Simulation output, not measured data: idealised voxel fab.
Process module heading - voxel released beams
Each square cell in cross-section cut measures 5 nm, and the section as a whole is 295 nm wide.
This document writes a cross-section as a grid whose cells are square, and gives it as bands, listed from the top down; one or more rows of cells form a band.
The entry gives the band's vertical extent as a top height and a bottom height in nm, then its horizontal make-up as materials from left to right, each with a width in nm. "blank" stands for empty space; a single material marked "all across" fills the band edge to edge.
Heights are expressed relative to 0, this being the level below which the as-received wafer comprises one material exclusively. The lowest band is unbounded in the downward direction and is denoted as in "z 0 and below".
You'd read "30..40" like this: the band's top row of cells is as wide as the first number, its bottom row is as wide as the second, and going down, every row changes width by the same amount as the row before did.
No cell of the cross-section changed in a step that is given as "stayed the same".
The entry titled "Trapped void list" provides the empty spaces that have no open way to the top, restricted to those of 8 cells or more. Each is presented as width x height at distance, the distance being measured from the left edge, with all three in nm.
What comes after the settings on a step's line is commentary from the simulator itself on that step.
When a step includes a mask, the "overlay nm" setting on its line states how far to the right of its planned place that mask lay, and negative values state how far to the left.
**Here's what the planned process steps look like**
1,RECEIVE: material Si
2,CONFORMAL_DEP: material SiN, thk nm 5
3,DIRECTIONAL_DEP: material SiO2, thk nm 15
4,PATTERN: tone open, mask id ANCHOR, material resist, width nm 35, thk nm 15, overlay nm 0
5,DIRECTIONAL_ETCH: etch materials SiO2, depth nm 15
6,STRIP: etch materials resist
7,CONFORMAL_DEP: material polySi, thk nm 15
8,DIRECTIONAL_DEP: material aC, thk nm 15
9,PATTERN: tone cover, mask id BEAM, material resist, width nm 110, thk nm 35, overlay nm 0
10,DIRECTIONAL_ETCH: etch materials aC, depth nm 15
11,STRIP: etch materials resist
12,DIRECTIONAL_ETCH: etch materials polySi, depth nm 15
13,STRIP: etch materials aC
14,STRIP: etch materials SiO2
**Below: the first of two wafers, run as planned**
**This is the cross-section of the wafer as we received it, i.e. after step 1**
	z 0 and below  Si all across
	Trapped void list: none
**How the wafer stands in section after step 2**
	z 5 to 0  SiN all across
	No changes below 0.
**How the wafer stands in section after step 3**
	z 20 to 5  SiO2 all across
	No changes below 5.
**How the wafer stands in section after step 4**
	z 35 to 20  resist (95) | blank (35) | resist (165)
	No changes below 20.
**How the wafer stands in section after step 5**
	z 35 to 20  resist (95) | blank (35) | resist (165)
	z 20 to 5  SiO2 (95) | blank (35) | SiO2 (165)
	No changes below 5.
**How the wafer stands in section after step 6**
	z 20 to 5  SiO2 (95) | blank (35) | SiO2 (165)
	No changes below 5.
**How the wafer stands in section after step 7**
	z 35 to 20  polySi (110) | blank (5) | polySi (180)
	z 20 to 5  SiO2 (95) | polySi (35) | SiO2 (165)
	No changes below 5.
**How the wafer stands in section after step 8**
	z 50 to 35  aC (110) | blank (5) | aC (180)
	z 35 to 20  polySi (110) | aC (5) | polySi (180)
	No changes below 20.
**How the wafer stands in section after step 9**
	z 85 to 50  blank (90) | resist (110) | blank (95)
	z 50 to 35  aC (110) | resist (5) | aC (180)
	No changes below 35.
**How the wafer stands in section after step 10**
	z 70 to 50  blank (90) | resist (110) | blank (95)
	z 50 to 35  blank (90) | aC (20) | resist (5) | aC (85) | blank (95)
	No changes below 35.
**How the wafer stands in section after step 11**
	z 50 to 35  blank (90) | aC (20) | blank (5) | aC (85) | blank (95)
	No changes below 35.
**How the wafer stands in section after step 12**
	z 50 to 35  blank (90) | aC (20) | blank (5) | aC (85) | blank (95)
	z 35 to 20  blank (90) | polySi (20) | aC (5) | polySi (85) | blank (95)
	No changes below 20.
**How the wafer stands in section after step 13**
	z 35 to 20  blank (90) | polySi (20) | blank (5) | polySi (85) | blank (95)
	No changes below 20.
**How the wafer stands in section after step 14**
	z 35 to 20  blank (90) | polySi (20) | blank (5) | polySi (85) | blank (95)
	z 20 to 5  blank (95) | polySi (35) | blank (165)
	No changes below 5.
**Second wafer. Start and plan as for the first. One mistake made in running. Agrees with the first up to and including step 1**
Second wafer cross-section, taken as of the time the plan sets for step 2 to be done: stayed the same
**Second wafer cross-section, taken as of the time the plan sets for step 3 to be done**
	z 15 to 0  SiO2 all across
	No changes below 0.
**Second wafer cross-section, taken as of the time the plan sets for step 4 to be done**
	z 30 to 15  resist (95) | blank (35) | resist (165)
	No changes below 15.
**Second wafer cross-section, taken as of the time the plan sets for step 5 to be done**
	z 30 to 15  resist (95) | blank (35) | resist (165)
	z 15 to 0  SiO2 (95) | blank (35) | SiO2 (165)
	No changes below 0.
**Second wafer cross-section, taken as of the time the plan sets for step 6 to be done**
	z 15 to 0  SiO2 (95) | blank (35) | SiO2 (165)
	No changes below 0.
**Second wafer cross-section, taken as of the time the plan sets for step 7 to be done**
	z 30 to 15  polySi (110) | blank (5) | polySi (180)
	z 15 to 0  SiO2 (95) | polySi (35) | SiO2 (165)
	No changes below 0.
**Second wafer cross-section, taken as of the time the plan sets for step 8 to be done**
	z 45 to 30  aC (110) | blank (5) | aC (180)
	z 30 to 15  polySi (110) | aC (5) | polySi (180)
	No changes below 15.
**Second wafer cross-section, taken as of the time the plan sets for step 9 to be done**
	z 80 to 45  blank (90) | resist (110) | blank (95)
	z 45 to 30  aC (110) | resist (5) | aC (180)
	No changes below 30.
**Second wafer cross-section, taken as of the time the plan sets for step 10 to be done**
	z 65 to 45  blank (90) | resist (110) | blank (95)
	z 45 to 30  blank (90) | aC (20) | resist (5) | aC (85) | blank (95)
	No changes below 30.
**Second wafer cross-section, taken as of the time the plan sets for step 11 to be done**
	z 45 to 30  blank (90) | aC (20) | blank (5) | aC (85) | blank (95)
	No changes below 30.
**Second wafer cross-section, taken as of the time the plan sets for step 12 to be done**
	z 45 to 30  blank (90) | aC (20) | blank (5) | aC (85) | blank (95)
	z 30 to 15  blank (90) | polySi (20) | aC (5) | polySi (85) | blank (95)
	No changes below 15.
**Second wafer cross-section, taken as of the time the plan sets for step 13 to be done**
	z 30 to 15  blank (90) | polySi (20) | blank (5) | polySi (85) | blank (95)
	No changes below 15.
**Second wafer cross-section, taken as of the time the plan sets for step 14 to be done**
	z 30 to 15  blank (90) | polySi (20) | blank (5) | polySi (85) | blank (95)
	z 15 to 0  blank (95) | polySi (35) | blank (165)
	No changes below 0.
Where did the run depart from the plan? plan step 2 skipped
Once processing is complete, comparing cell counts shows that the second wafer has more or fewer of certain materials than the first: SiN: 59 fewer
